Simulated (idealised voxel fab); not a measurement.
The following is a process module called voxel self aligned contacts.
Shown is cross-section cut, with a width of 235 nm and square cells of size 5 nm.
In this document a cross-section is written as a grid of square cells. It is given as a series of bands, listed from the top down, and a band is one or more rows of cells.
For a band, the entry starts with two heights in nm, that of the top and then that of the bottom, and carries on with the band's materials in order from left to right, each alongside its width in nm; the word "edge to edge" beside a single material means it fills the band edge to edge, and "blank" means empty space.
Heights are measured from 0, the level below which the as-received wafer is all one material; the lowest band has no bottom and continues downward, written as in "top 0, no bottom".
Top row gets the first number, bottom row gets the second, and each row in between changes by the same step: that is how a band width like "30->40" works.
The designation "same as before", where it is given for a processing step, indicates that no cell of the cross-section was altered in the course of that step.
Listed in "Catalogued sealed voids": every empty space of 8 or more cells without an open way to the top. Form: width x height at distance, the distance being from the left edge, all in nm.
after a step's settings: what the simulator itself notes on the step
The "overlay nm" setting may appear on a step's line; for a step that uses a mask, it gives how far to the right of its planned position the mask lay, and a negative value indicates the left.
Read the rest as pairs. Take the cross-section before one process step, then the cross-section after it, which shows only down to the lowest band that changed. Under the pair, find the step between them and its settings. Bear in mind that pairs may come from different runs of this module on the same starting wafer: link a pair to the pair above it only where its entry headed "Incoming profile" says to.
## Incoming profile
	top 0, no bottom  Si edge to edge
	Catalogued sealed voids: none
## Cross-Section Thereafter
	top 5, bottom 0  SiO2 edge to edge
	Anything lower than 0 is untouched.
	Catalogued sealed voids: none
In between the before and after cross-sections above, the step is CONFORMAL_DEP with material SiO2, thk nm 5
Incoming profile: check the pair just above; its after cross-section is our before state.
## Cross-Section Thereafter
	top 35, bottom 5  polySi edge to edge
	Anything lower than 5 is untouched.
	Catalogued sealed voids: none
In between the before and after cross-sections above, the step is DIRECTIONAL_DEP with material polySi, thk nm 30
Incoming profile: check the pair just above; its after cross-section is our before state.
## Cross-Section Thereafter
	top 55, bottom 35  SiN edge to edge
	Anything lower than 35 is untouched.
	Catalogued sealed voids: none
In between the before and after cross-sections above, the step is DIRECTIONAL_DEP with material SiN, thk nm 20
Incoming profile: check the pair just above; its after cross-section is our before state.
## Cross-Section Thereafter
	top 65, bottom 55  aC edge to edge
	Anything lower than 55 is untouched.
	Catalogued sealed voids: none
In between the before and after cross-sections above, the step is DIRECTIONAL_DEP with material aC, thk nm 10
Incoming profile: check the pair just above; its after cross-section is our before state.
## Cross-Section Thereafter
	top 90, bottom 65  blank 70, then resist 30, then blank 35, then resist 30, then blank 70
	Anything lower than 65 is untouched.
	Catalogued sealed voids: none
In between the before and after cross-sections above, the step is PATTERN with tone cover, mask id GATE, material resist, width nm 30, pitch nm 65, thk nm 25, overlay nm 0
Incoming profile: check the pair just above; its after cross-section is our before state.
## Cross-Section Thereafter
	top 80, bottom 65  blank 70, then resist 30, then blank 35, then resist 30, then blank 70
	top 65, bottom 55  blank 70, then aC 30, then blank 35, then aC 30, then blank 70
	Anything lower than 55 is untouched.
	Catalogued sealed voids: none
In between the before and after cross-sections above, the step is DIRECTIONAL_ETCH with etch materials aC, depth nm 10
Incoming profile: check the pair just above; its after cross-section is our before state.
## Cross-Section Thereafter
	top 65, bottom 55  blank 70, then aC 30, then blank 35, then aC 30, then blank 70
	Anything lower than 55 is untouched.
	Catalogued sealed voids: none
In between the before and after cross-sections above, the step is STRIP with etch materials resist
Incoming profile: check the pair just above; its after cross-section is our before state.
## Cross-Section Thereafter
	top 65, bottom 55  blank 70, then aC 30, then blank 35, then aC 30, then blank 70
	top 55, bottom 35  blank 70, then SiN 30, then blank 35, then SiN 30, then blank 70
	Anything lower than 35 is untouched.
	Catalogued sealed voids: none
In between the before and after cross-sections above, the step is DIRECTIONAL_ETCH with etch materials SiN, depth nm 20
Incoming profile: check the pair just above; its after cross-section is our before state.
## Cross-Section Thereafter
	top 65, bottom 55  blank 70, then aC 30, then blank 35, then aC 30, then blank 70
	top 55, bottom 35  blank 70, then SiN 30, then blank 35, then SiN 30, then blank 70
	top 35, bottom 5  blank 70, then polySi 30, then blank 35, then polySi 30, then blank 70
	Anything lower than 5 is untouched.
	Catalogued sealed voids: none
In between the before and after cross-sections above, the step is DIRECTIONAL_ETCH with etch materials polySi, depth nm 30
Incoming profile: check the pair just above; its after cross-section is our before state.
## Cross-Section Thereafter
	top 55, bottom 35  blank 70, then SiN 30, then blank 35, then SiN 30, then blank 70
	Anything lower than 35 is untouched.
	Catalogued sealed voids: none
In between the before and after cross-sections above, the step is STRIP with etch materials aC
Incoming profile: check the pair just above; its after cross-section is our before state.
## Cross-Section Thereafter
	top 65, bottom 35  blank 60, then SiN 50, then blank 15, then SiN 50, then blank 60
	top 35, bottom 15  blank 60, then SiN 10, then polySi 30, then SiN 10, then blank 15, then SiN 10, then polySi 30, then SiN 10, then blank 60
	top 15, bottom 5  SiN 70, then polySi 30, then SiN 35, then polySi 30, then SiN 70
	Anything lower than 5 is untouched.
	Catalogued sealed voids: none
In between the before and after cross-sections above, the step is CONFORMAL_DEP with material SiN, thk nm 10
Incoming profile: check the pair just above; its after cross-section is our before state.
## Cross-Section Thereafter
	top 55, bottom 35  blank 60, then SiN 50, then blank 15, then SiN 50, then blank 60
	top 35, bottom 5  blank 60, then SiN 10, then polySi 30, then SiN 10, then blank 15, then SiN 10, then polySi 30, then SiN 10, then blank 60
	Anything lower than 5 is untouched.
	Catalogued sealed voids: none
In between the before and after cross-sections above, the step is DIRECTIONAL_ETCH with etch materials SiN, depth nm 10
Incoming profile: check the pair just above; its after cross-section is our before state.
## Cross-Section Thereafter
	top 70, bottom 55  SiO2 edge to edge
	top 55, bottom 35  SiO2 60, then SiN 50, then SiO2 15, then SiN 50, then SiO2 60
	top 35, bottom 5  SiO2 60, then SiN 10, then polySi 30, then SiN 10, then SiO2 15, then SiN 10, then polySi 30, then SiN 10, then SiO2 60
	Anything lower than 5 is untouched.
	Catalogued sealed voids: none
In between the before and after cross-sections above, the step is FILL_DEP with material SiO2, thk nm 15
Incoming profile: check the pair just above; its after cross-section is our before state.
## Cross-Section Thereafter
	top 65, bottom 55  SiO2 edge to edge
	Anything lower than 55 is untouched.
	Catalogued sealed voids: none
In between the before and after cross-sections above, the step is CMP with height nm 65
Incoming profile: check the pair just above; its after cross-section is our before state.
## Cross-Section Thereafter
	top 85, bottom 65  resist 95, then blank 45, then resist 95
	Anything lower than 65 is untouched.
	Catalogued sealed voids: none
In between the before and after cross-sections above, the step is PATTERN with tone open, mask id CONTACT, material resist, width nm 45, thk nm 20, overlay nm 0
Incoming profile: check the pair just above; its after cross-section is our before state.
## Cross-Section Thereafter
	top 85, bottom 65  resist 95, then blank 45, then resist 95
	top 65, bottom 55  SiO2 95, then blank 45, then SiO2 95
	top 55, bottom 35  SiO2 60, then SiN 50, then blank 15, then SiN 50, then SiO2 60
	top 35, bottom 5  SiO2 60, then SiN 10, then polySi 30, then SiN 10, then blank 15, then SiN 10, then polySi 30, then SiN 10, then SiO2 60
	top 5, bottom 0  SiO2 110, then blank 15, then SiO2 110
	Anything lower than 0 is untouched.
	Catalogued sealed voids: none
In between the before and after cross-sections above, the step is DIRECTIONAL_ETCH with etch materials SiO2, depth nm 65
Incoming profile: check the pair just above; its after cross-section is our before state.
## Cross-Section Thereafter
	top 65, bottom 55  SiO2 95, then blank 45, then SiO2 95
	Anything lower than 55 is untouched.
	Catalogued sealed voids: none
In between the before and after cross-sections above, the step is STRIP with etch materials resist
Incoming profile: check the pair just above; its after cross-section is our before state.
## Cross-Section Thereafter
	top 70, bottom 65  TiN 100, then blank 35, then TiN 100
	top 65, bottom 55  SiO2 95, then TiN 5->20, then blank 35->5, then TiN 5->20, then SiO2 95
	top 55, bottom 35  SiO2 60, then SiN 50, then TiN 5, then blank 5, then TiN 5, then SiN 50, then SiO2 60
	top 35, bottom 5  SiO2 60, then SiN 10, then polySi 30, then SiN 10, then TiN 5, then blank 5, then TiN 5, then SiN 10, then polySi 30, then SiN 10, then SiO2 60
	top 5, bottom 0  SiO2 110, then TiN 15, then SiO2 110
	Anything lower than 0 is untouched.
	Catalogued sealed voids: none
In between the before and after cross-sections above, the step is CONFORMAL_DEP with material TiN, thk nm 5
Incoming profile: check the pair just above; its after cross-section is our before state.
## Cross-Section Thereafter
	top 75, bottom 70  Ru edge to edge
	top 70, bottom 65  TiN 100, then Ru 35, then TiN 100
	top 65, bottom 55  SiO2 95, then TiN 5->20, then Ru 35->5, then TiN 5->20, then SiO2 95
	top 55, bottom 35  SiO2 60, then SiN 50, then TiN 5, then Ru 5, then TiN 5, then SiN 50, then SiO2 60
	top 35, bottom 5  SiO2 60, then SiN 10, then polySi 30, then SiN 10, then TiN 5, then Ru 5, then TiN 5, then SiN 10, then polySi 30, then SiN 10, then SiO2 60
	Anything lower than 5 is untouched.
	Catalogued sealed voids: none
In between the before and after cross-sections above, the step is FILL_DEP with material Ru, thk nm 5
Incoming profile: check the pair just above; its after cross-section is our before state.
## Cross-Section Thereafter
	top 65, bottom 55  SiO2 95, then TiN 5->20, then Ru 35->5, then TiN 5->20, then SiO2 95
	Anything lower than 55 is untouched.
	Catalogued sealed voids: none
In between the before and after cross-sections above, the step is CMP with height nm 65
Incoming profile: check the pair just above; its after cross-section is our before state.
## Cross-Section Thereafter
	top 70, bottom 65  SiN edge to edge
	Anything lower than 65 is untouched.
	Catalogued sealed voids: none
In between the before and after cross-sections above, the step is CONFORMAL_DEP with material SiN, thk nm 5
## Incoming profile
	top 0, no bottom  Si edge to edge
	Catalogued sealed voids: none
## Cross-Section Thereafter
	top 30, bottom 0  polySi edge to edge
	Anything lower than 0 is untouched.
	Catalogued sealed voids: none
In between the before and after cross-sections above, the step is DIRECTIONAL_DEP with material polySi, thk nm 30
Incoming profile: check the pair just above; its after cross-section is our before state.
## Cross-Section Thereafter
	top 50, bottom 30  SiN edge to edge
	Anything lower than 30 is untouched.
	Catalogued sealed voids: none
In between the before and after cross-sections above, the step is DIRECTIONAL_DEP with material SiN, thk nm 20
Incoming profile: check the pair just above; its after cross-section is our before state.
## Cross-Section Thereafter
	top 60, bottom 50  aC edge to edge
	Anything lower than 50 is untouched.
	Catalogued sealed voids: none
In between the before and after cross-sections above, the step is DIRECTIONAL_DEP with material aC, thk nm 10
Incoming profile: check the pair just above; its after cross-section is our before state.
## Cross-Section Thereafter
	top 85, bottom 60  blank 70, then resist 30, then blank 35, then resist 30, then blank 70
	Anything lower than 60 is untouched.
	Catalogued sealed voids: none
In between the before and after cross-sections above, the step is PATTERN with tone cover, mask id GATE, material resist, width nm 30, pitch nm 65, thk nm 25, overlay nm 0
Incoming profile: check the pair just above; its after cross-section is our before state.
## Cross-Section Thereafter
	top 75, bottom 60  blank 70, then resist 30, then blank 35, then resist 30, then blank 70
	top 60, bottom 50  blank 70, then aC 30, then blank 35, then aC 30, then blank 70
	Anything lower than 50 is untouched.
	Catalogued sealed voids: none
In between the before and after cross-sections above, the step is DIRECTIONAL_ETCH with etch materials aC, depth nm 10
Incoming profile: check the pair just above; its after cross-section is our before state.
## Cross-Section Thereafter
	top 60, bottom 50  blank 70, then aC 30, then blank 35, then aC 30, then blank 70
	Anything lower than 50 is untouched.
	Catalogued sealed voids: none
In between the before and after cross-sections above, the step is STRIP with etch materials resist
Incoming profile: check the pair just above; its after cross-section is our before state.
## Cross-Section Thereafter
	top 60, bottom 50  blank 70, then aC 30, then blank 35, then aC 30, then blank 70
	top 50, bottom 30  blank 70, then SiN 30, then blank 35, then SiN 30, then blank 70
	Anything lower than 30 is untouched.
	Catalogued sealed voids: none
In between the before and after cross-sections above, the step is DIRECTIONAL_ETCH with etch materials SiN, depth nm 20
Incoming profile: check the pair just above; its after cross-section is our before state.
## Cross-Section Thereafter
	top 60, bottom 50  blank 70, then aC 30, then blank 35, then aC 30, then blank 70
	top 50, bottom 30  blank 70, then SiN 30, then blank 35, then SiN 30, then blank 70
	top 30, bottom 0  blank 70, then polySi 30, then blank 35, then polySi 30, then blank 70
	Anything lower than 0 is untouched.
	Catalogued sealed voids: none
In between the before and after cross-sections above, the step is DIRECTIONAL_ETCH with etch materials polySi, depth nm 30
Incoming profile: check the pair just above; its after cross-section is our before state.
## Cross-Section Thereafter
	top 50, bottom 30  blank 70, then SiN 30, then blank 35, then SiN 30, then blank 70
	Anything lower than 30 is untouched.
	Catalogued sealed voids: none
In between the before and after cross-sections above, the step is STRIP with etch materials aC
Incoming profile: check the pair just above; its after cross-section is our before state.
## Cross-Section Thereafter
	top 60, bottom 30  blank 60, then SiN 50, then blank 15, then SiN 50, then blank 60
	top 30, bottom 10  blank 60, then SiN 10, then polySi 30, then SiN 10, then blank 15, then SiN 10, then polySi 30, then SiN 10, then blank 60
	top 10, bottom 0  SiN 70, then polySi 30, then SiN 35, then polySi 30, then SiN 70
	Anything lower than 0 is untouched.
	Catalogued sealed voids: none
In between the before and after cross-sections above, the step is CONFORMAL_DEP with material SiN, thk nm 10
Incoming profile: check the pair just above; its after cross-section is our before state.
## Cross-Section Thereafter
	top 50, bottom 30  blank 60, then SiN 50, then blank 15, then SiN 50, then blank 60
	top 30, bottom 0  blank 60, then SiN 10, then polySi 30, then SiN 10, then blank 15, then SiN 10, then polySi 30, then SiN 10, then blank 60
	Anything lower than 0 is untouched.
	Catalogued sealed voids: none
In between the before and after cross-sections above, the step is DIRECTIONAL_ETCH with etch materials SiN, depth nm 10
Incoming profile: check the pair just above; its after cross-section is our before state.
## Cross-Section Thereafter
	top 65, bottom 50  SiO2 edge to edge
	top 50, bottom 30  SiO2 60, then SiN 50, then SiO2 15, then SiN 50, then SiO2 60
	top 30, bottom 0  SiO2 60, then SiN 10, then polySi 30, then SiN 10, then SiO2 15, then SiN 10, then polySi 30, then SiN 10, then SiO2 60
	Anything lower than 0 is untouched.
	Catalogued sealed voids: none
In between the before and after cross-sections above, the step is FILL_DEP with material SiO2, thk nm 15
Incoming profile: check the pair just above; its after cross-section is our before state.
## Cross-Section Thereafter
	top 85, bottom 65  resist 95, then blank 45, then resist 95
	Anything lower than 65 is untouched.
	Catalogued sealed voids: none
In between the before and after cross-sections above, the step is PATTERN with tone open, mask id CONTACT, material resist, width nm 45, thk nm 20, overlay nm 0
Incoming profile: check the pair just above; its after cross-section is our before state.
## Cross-Section Thereafter
	top 85, bottom 65  resist 95, then blank 45, then resist 95
	top 65, bottom 50  SiO2 95, then blank 45, then SiO2 95
	top 50, bottom 30  SiO2 60, then SiN 50, then blank 15, then SiN 50, then SiO2 60
	top 30, bottom 0  SiO2 60, then SiN 10, then polySi 30, then SiN 10, then blank 15, then SiN 10, then polySi 30, then SiN 10, then SiO2 60
	Anything lower than 0 is untouched.
	Catalogued sealed voids: none
In between the before and after cross-sections above, the step is DIRECTIONAL_ETCH with etch materials SiO2, depth nm 65
Incoming profile: check the pair just above; its after cross-section is our before state.
## Cross-Section Thereafter
	top 65, bottom 50  SiO2 95, then blank 45, then SiO2 95
	Anything lower than 50 is untouched.
	Catalogued sealed voids: none
In between the before and after cross-sections above, the step is STRIP with etch materials resist
Incoming profile: check the pair just above; its after cross-section is our before state.
## Cross-Section Thereafter
	top 70, bottom 65  TiN 100, then blank 35, then TiN 100
	top 65, bottom 55  SiO2 95, then TiN 5, then blank 35, then TiN 5, then SiO2 95
	top 55, bottom 50  SiO2 95, then TiN 20, then blank 5, then TiN 20, then SiO2 95
	top 50, bottom 30  SiO2 60, then SiN 50, then TiN 5, then blank 5, then TiN 5, then SiN 50, then SiO2 60
	top 30, bottom 5  SiO2 60, then SiN 10, then polySi 30, then SiN 10, then TiN 5, then blank 5, then TiN 5, then SiN 10, then polySi 30, then SiN 10, then SiO2 60
	top 5, bottom 0  SiO2 60, then SiN 10, then polySi 30, then SiN 10, then TiN 15, then SiN 10, then polySi 30, then SiN 10, then SiO2 60
	Anything lower than 0 is untouched.
	Catalogued sealed voids: none
In between the before and after cross-sections above, the step is CONFORMAL_DEP with material TiN, thk nm 5
Incoming profile: check the pair just above; its after cross-section is our before state.
## Cross-Section Thereafter
	top 75, bottom 70  Ru edge to edge
	top 70, bottom 65  TiN 100, then Ru 35, then TiN 100
	top 65, bottom 55  SiO2 95, then TiN 5, then Ru 35, then TiN 5, then SiO2 95
	top 55, bottom 50  SiO2 95, then TiN 20, then Ru 5, then TiN 20, then SiO2 95
	top 50, bottom 30  SiO2 60, then SiN 50, then TiN 5, then Ru 5, then TiN 5, then SiN 50, then SiO2 60
	top 30, bottom 5  SiO2 60, then SiN 10, then polySi 30, then SiN 10, then TiN 5, then Ru 5, then TiN 5, then SiN 10, then polySi 30, then SiN 10, then SiO2 60
	Anything lower than 5 is untouched.
	Catalogued sealed voids: none
In between the before and after cross-sections above, the step is FILL_DEP with material Ru, thk nm 5
Incoming profile: check the pair just above; its after cross-section is our before state.
## Cross-Section Thereafter
	top 65, bottom 55  SiO2 95, then TiN 5, then Ru 35, then TiN 5, then SiO2 95
	Anything lower than 55 is untouched.
	Catalogued sealed voids: none
In between the before and after cross-sections above, the step is CMP with height nm 65
Incoming profile: check the pair just above; its after cross-section is our before state.
## Cross-Section Thereafter
	top 70, bottom 65  SiN edge to edge
	Anything lower than 65 is untouched.
	Catalogued sealed voids: none
In between the before and after cross-sections above, the step is CONFORMAL_DEP with material SiN, thk nm 5
## Incoming profile
	top 55, bottom 35  SiN edge to edge
	top 35, bottom 5  polySi edge to edge
	top 5, bottom 0  SiO2 edge to edge
	top 0, no bottom  Si edge to edge
	Catalogued sealed voids: none
## Cross-Section Thereafter
	top 75, bottom 35  SiN edge to edge
	Anything lower than 35 is untouched.
	Catalogued sealed voids: none
In between the before and after cross-sections above, the step is DIRECTIONAL_DEP with material SiN, thk nm 20
Incoming profile: check the pair just above; its after cross-section is our before state.
## Cross-Section Thereafter
	top 85, bottom 75  aC edge to edge
	Anything lower than 75 is untouched.
	Catalogued sealed voids: none
In between the before and after cross-sections above, the step is DIRECTIONAL_DEP with material aC, thk nm 10
Incoming profile: check the pair just above; its after cross-section is our before state.
## Cross-Section Thereafter
	top 110, bottom 85  blank 70, then resist 30, then blank 35, then resist 30, then blank 70
	Anything lower than 85 is untouched.
	Catalogued sealed voids: none
In between the before and after cross-sections above, the step is PATTERN with tone cover, mask id GATE, material resist, width nm 30, pitch nm 65, thk nm 25, overlay nm 0
Incoming profile: check the pair just above; its after cross-section is our before state.
## Cross-Section Thereafter
	top 100, bottom 85  blank 70, then resist 30, then blank 35, then resist 30, then blank 70
	top 85, bottom 75  blank 70, then aC 30, then blank 35, then aC 30, then blank 70
	Anything lower than 75 is untouched.
	Catalogued sealed voids: none
In between the before and after cross-sections above, the step is DIRECTIONAL_ETCH with etch materials aC, depth nm 10
Incoming profile: check the pair just above; its after cross-section is our before state.
## Cross-Section Thereafter
	top 85, bottom 75  blank 70, then aC 30, then blank 35, then aC 30, then blank 70
	Anything lower than 75 is untouched.
	Catalogued sealed voids: none
In between the before and after cross-sections above, the step is STRIP with etch materials resist
Incoming profile: check the pair just above; its after cross-section is our before state.
## Cross-Section Thereafter
	top 85, bottom 75  blank 70, then aC 30, then blank 35, then aC 30, then blank 70
	top 75, bottom 55  blank 70, then SiN 30, then blank 35, then SiN 30, then blank 70
	Anything lower than 55 is untouched.
	Catalogued sealed voids: none
In between the before and after cross-sections above, the step is DIRECTIONAL_ETCH with etch materials SiN, depth nm 20
Incoming profile: check the pair just above; its after cross-section is our before state.
## Cross-Section Thereafter
	top 75, bottom 55  blank 70, then SiN 30, then blank 35, then SiN 30, then blank 70
	Anything lower than 55 is untouched.
	Catalogued sealed voids: none
In between the before and after cross-sections above, the step is STRIP with etch materials aC
Incoming profile: check the pair just above; its after cross-section is our before state.
## Cross-Section Thereafter
	top 85, bottom 65  blank 60, then SiN 50, then blank 15, then SiN 50, then blank 60
	top 65, bottom 35  SiN edge to edge
	Anything lower than 35 is untouched.
	Catalogued sealed voids: none
In between the before and after cross-sections above, the step is CONFORMAL_DEP with material SiN, thk nm 10
Incoming profile: check the pair just above; its after cross-section is our before state.
## Cross-Section Thereafter
	top 75, bottom 55  blank 60, then SiN 50, then blank 15, then SiN 50, then blank 60
	Anything lower than 55 is untouched.
	Catalogued sealed voids: none
In between the before and after cross-sections above, the step is DIRECTIONAL_ETCH with etch materials SiN, depth nm 10
Incoming profile: check the pair just above; its after cross-section is our before state.
## Cross-Section Thereafter
	top 90, bottom 75  SiO2 edge to edge
	top 75, bottom 55  SiO2 60, then SiN 50, then SiO2 15, then SiN 50, then SiO2 60
	Anything lower than 55 is untouched.
	Catalogued sealed voids: none
In between the before and after cross-sections above, the step is FILL_DEP with material SiO2, thk nm 15
Incoming profile: check the pair just above; its after cross-section is our before state.
## Cross-Section Thereafter
	top 65, bottom 55  SiO2 60, then SiN 50, then SiO2 15, then SiN 50, then SiO2 60
	Anything lower than 55 is untouched.
	Catalogued sealed voids: none
In between the before and after cross-sections above, the step is CMP with height nm 65
Incoming profile: check the pair just above; its after cross-section is our before state.
## Cross-Section Thereafter
	top 85, bottom 65  resist 95, then blank 45, then resist 95
	Anything lower than 65 is untouched.
	Catalogued sealed voids: none
In between the before and after cross-sections above, the step is PATTERN with tone open, mask id CONTACT, material resist, width nm 45, thk nm 20, overlay nm 0
Incoming profile: check the pair just above; its after cross-section is our before state.
## Cross-Section Thereafter
	top 85, bottom 65  resist 95, then blank 45, then resist 95
	top 65, bottom 55  SiO2 60, then SiN 50, then blank 15, then SiN 50, then SiO2 60
	Anything lower than 55 is untouched.
	Catalogued sealed voids: none
In between the before and after cross-sections above, the step is DIRECTIONAL_ETCH with etch materials SiO2, depth nm 65
Incoming profile: check the pair just above; its after cross-section is our before state.
## Cross-Section Thereafter
	top 65, bottom 55  SiO2 60, then SiN 50, then blank 15, then SiN 50, then SiO2 60
	Anything lower than 55 is untouched.
	Catalogued sealed voids: none
In between the before and after cross-sections above, the step is STRIP with etch materials resist
Incoming profile: check the pair just above; its after cross-section is our before state.
## Cross-Section Thereafter
	top 70, bottom 65  TiN 115, then blank 5, then TiN 115
	top 65, bottom 60  SiO2 60, then SiN 50, then TiN 5, then blank 5, then TiN 5, then SiN 50, then SiO2 60
	top 60, bottom 55  SiO2 60, then SiN 50, then TiN 15, then SiN 50, then SiO2 60
	Anything lower than 55 is untouched.
	Catalogued sealed voids: none
In between the before and after cross-sections above, the step is CONFORMAL_DEP with material TiN, thk nm 5
Incoming profile: check the pair just above; its after cross-section is our before state.
## Cross-Section Thereafter
	top 75, bottom 70  Ru edge to edge
	top 70, bottom 65  TiN 115, then Ru 5, then TiN 115
	top 65, bottom 60  SiO2 60, then SiN 50, then TiN 5, then Ru 5, then TiN 5, then SiN 50, then SiO2 60
	Anything lower than 60 is untouched.
	Catalogued sealed voids: none
In between the before and after cross-sections above, the step is FILL_DEP with material Ru, thk nm 5
Incoming profile: check the pair just above; its after cross-section is our before state.
## Cross-Section Thereafter
	top 65, bottom 60  SiO2 60, then SiN 50, then TiN 5, then Ru 5, then TiN 5, then SiN 50, then SiO2 60
	Anything lower than 60 is untouched.
	Catalogued sealed voids: none
In between the before and after cross-sections above, the step is CMP with height nm 65
Incoming profile: check the pair just above; its after cross-section is our before state.
## Cross-Section Thereafter
	top 70, bottom 65  SiN edge to edge
	Anything lower than 65 is untouched.
	Catalogued sealed voids: none
In between the before and after cross-sections above, the step is CONFORMAL_DEP with material SiN, thk nm 5
## Incoming profile
	top 30, bottom 0  polySi edge to edge
	top 0, no bottom  Si edge to edge
	Catalogued sealed voids: none
## Cross-Section Thereafter
	top 35, bottom 30  SiO2 edge to edge
	Anything lower than 30 is untouched.
	Catalogued sealed voids: none
In between the before and after cross-sections above, the step is CONFORMAL_DEP with material SiO2, thk nm 5
Incoming profile: check the pair just above; its after cross-section is our before state.
## Cross-Section Thereafter
	top 55, bottom 35  SiN edge to edge
	Anything lower than 35 is untouched.
	Catalogued sealed voids: none
In between the before and after cross-sections above, the step is DIRECTIONAL_DEP with material SiN, thk nm 20
Incoming profile: check the pair just above; its after cross-section is our before state.
## Cross-Section Thereafter
	top 65, bottom 55  aC edge to edge
	Anything lower than 55 is untouched.
	Catalogued sealed voids: none
In between the before and after cross-sections above, the step is DIRECTIONAL_DEP with material aC, thk nm 10
Incoming profile: check the pair just above; its after cross-section is our before state.
## Cross-Section Thereafter
	top 90, bottom 65  blank 70, then resist 30, then blank 35, then resist 30, then blank 70
	Anything lower than 65 is untouched.
	Catalogued sealed voids: none
In between the before and after cross-sections above, the step is PATTERN with tone cover, mask id GATE, material resist, width nm 30, pitch nm 65, thk nm 25, overlay nm 0
Incoming profile: check the pair just above; its after cross-section is our before state.
## Cross-Section Thereafter
	top 80, bottom 65  blank 70, then resist 30, then blank 35, then resist 30, then blank 70
	top 65, bottom 55  blank 70, then aC 30, then blank 35, then aC 30, then blank 70
	Anything lower than 55 is untouched.
	Catalogued sealed voids: none
In between the before and after cross-sections above, the step is DIRECTIONAL_ETCH with etch materials aC, depth nm 10
Incoming profile: check the pair just above; its after cross-section is our before state.
## Cross-Section Thereafter
	top 65, bottom 55  blank 70, then aC 30, then blank 35, then aC 30, then blank 70
	Anything lower than 55 is untouched.
	Catalogued sealed voids: none
In between the before and after cross-sections above, the step is STRIP with etch materials resist
Incoming profile: check the pair just above; its after cross-section is our before state.
## Cross-Section Thereafter
	top 65, bottom 55  blank 70, then aC 30, then blank 35, then aC 30, then blank 70
	top 55, bottom 35  blank 70, then SiN 30, then blank 35, then SiN 30, then blank 70
	Anything lower than 35 is untouched.
	Catalogued sealed voids: none
In between the before and after cross-sections above, the step is DIRECTIONAL_ETCH with etch materials SiN, depth nm 20
Incoming profile: check the pair just above; its after cross-section is our before state.
## Cross-Section Thereafter
	top 55, bottom 35  blank 70, then SiN 30, then blank 35, then SiN 30, then blank 70
	Anything lower than 35 is untouched.
	Catalogued sealed voids: none
In between the before and after cross-sections above, the step is STRIP with etch materials aC
Incoming profile: check the pair just above; its after cross-section is our before state.
## Cross-Section Thereafter
	top 65, bottom 45  blank 60, then SiN 50, then blank 15, then SiN 50, then blank 60
	top 45, bottom 35  SiN edge to edge
	Anything lower than 35 is untouched.
	Catalogued sealed voids: none
In between the before and after cross-sections above, the step is CONFORMAL_DEP with material SiN, thk nm 10
Incoming profile: check the pair just above; its after cross-section is our before state.
## Cross-Section Thereafter
	top 55, bottom 35  blank 60, then SiN 50, then blank 15, then SiN 50, then blank 60
	Anything lower than 35 is untouched.
	Catalogued sealed voids: none
In between the before and after cross-sections above, the step is DIRECTIONAL_ETCH with etch materials SiN, depth nm 10
Incoming profile: check the pair just above; its after cross-section is our before state.
## Cross-Section Thereafter
	top 70, bottom 55  SiO2 edge to edge
	top 55, bottom 35  SiO2 60, then SiN 50, then SiO2 15, then SiN 50, then SiO2 60
	Anything lower than 35 is untouched.
	Catalogued sealed voids: none
In between the before and after cross-sections above, the step is FILL_DEP with material SiO2, thk nm 15
Incoming profile: check the pair just above; its after cross-section is our before state.
## Cross-Section Thereafter
	top 65, bottom 55  SiO2 edge to edge
	Anything lower than 55 is untouched.
	Catalogued sealed voids: none
In between the before and after cross-sections above, the step is CMP with height nm 65
Incoming profile: check the pair just above; its after cross-section is our before state.
## Cross-Section Thereafter
	top 85, bottom 65  resist 95, then blank 45, then resist 95
	Anything lower than 65 is untouched.
	Catalogued sealed voids: none
In between the before and after cross-sections above, the step is PATTERN with tone open, mask id CONTACT, material resist, width nm 45, thk nm 20, overlay nm 0
Incoming profile: check the pair just above; its after cross-section is our before state.
## Cross-Section Thereafter
	top 85, bottom 65  resist 95, then blank 45, then resist 95
	top 65, bottom 55  SiO2 95, then blank 45, then SiO2 95
	top 55, bottom 35  SiO2 60, then SiN 50, then blank 15, then SiN 50, then SiO2 60
	top 35, bottom 30  SiO2 110, then blank 15, then SiO2 110
	Anything lower than 30 is untouched.
	Catalogued sealed voids: none
In between the before and after cross-sections above, the step is DIRECTIONAL_ETCH with etch materials SiO2, depth nm 65
Incoming profile: check the pair just above; its after cross-section is our before state.
## Cross-Section Thereafter
	top 65, bottom 55  SiO2 95, then blank 45, then SiO2 95
	Anything lower than 55 is untouched.
	Catalogued sealed voids: none
In between the before and after cross-sections above, the step is STRIP with etch materials resist
Incoming profile: check the pair just above; its after cross-section is our before state.
## Cross-Section Thereafter
	top 70, bottom 65  TiN 100, then blank 35, then TiN 100
	top 65, bottom 55  SiO2 95, then TiN 5->20, then blank 35->5, then TiN 5->20, then SiO2 95
	top 55, bottom 35  SiO2 60, then SiN 50, then TiN 5, then blank 5, then TiN 5, then SiN 50, then SiO2 60
	top 35, bottom 30  SiO2 110, then TiN 15, then SiO2 110
	Anything lower than 30 is untouched.
	Catalogued sealed voids: none
In between the before and after cross-sections above, the step is CONFORMAL_DEP with material TiN, thk nm 5
Incoming profile: check the pair just above; its after cross-section is our before state.
## Cross-Section Thereafter
	top 75, bottom 70  Ru edge to edge
	top 70, bottom 65  TiN 100, then Ru 35, then TiN 100
	top 65, bottom 55  SiO2 95, then TiN 5->20, then Ru 35->5, then TiN 5->20, then SiO2 95
	top 55, bottom 35  SiO2 60, then SiN 50, then TiN 5, then Ru 5, then TiN 5, then SiN 50, then SiO2 60
	Anything lower than 35 is untouched.
	Catalogued sealed voids: none
In between the before and after cross-sections above, the step is FILL_DEP with material Ru, thk nm 5
Incoming profile: check the pair just above; its after cross-section is our before state.
## Cross-Section Thereafter
	top 65, bottom 55  SiO2 95, then TiN 5->20, then Ru 35->5, then TiN 5->20, then SiO2 95
	Anything lower than 55 is untouched.
	Catalogued sealed voids: none
In between the before and after cross-sections above, the step is CMP with height nm 65
Incoming profile: check the pair just above; its after cross-section is our before state.
## Cross-Section Thereafter
	top 70, bottom 65  SiN edge to edge
	Anything lower than 65 is untouched.
	Catalogued sealed voids: none
In between the before and after cross-sections above, the step is CONFORMAL_DEP with material SiN, thk nm 5
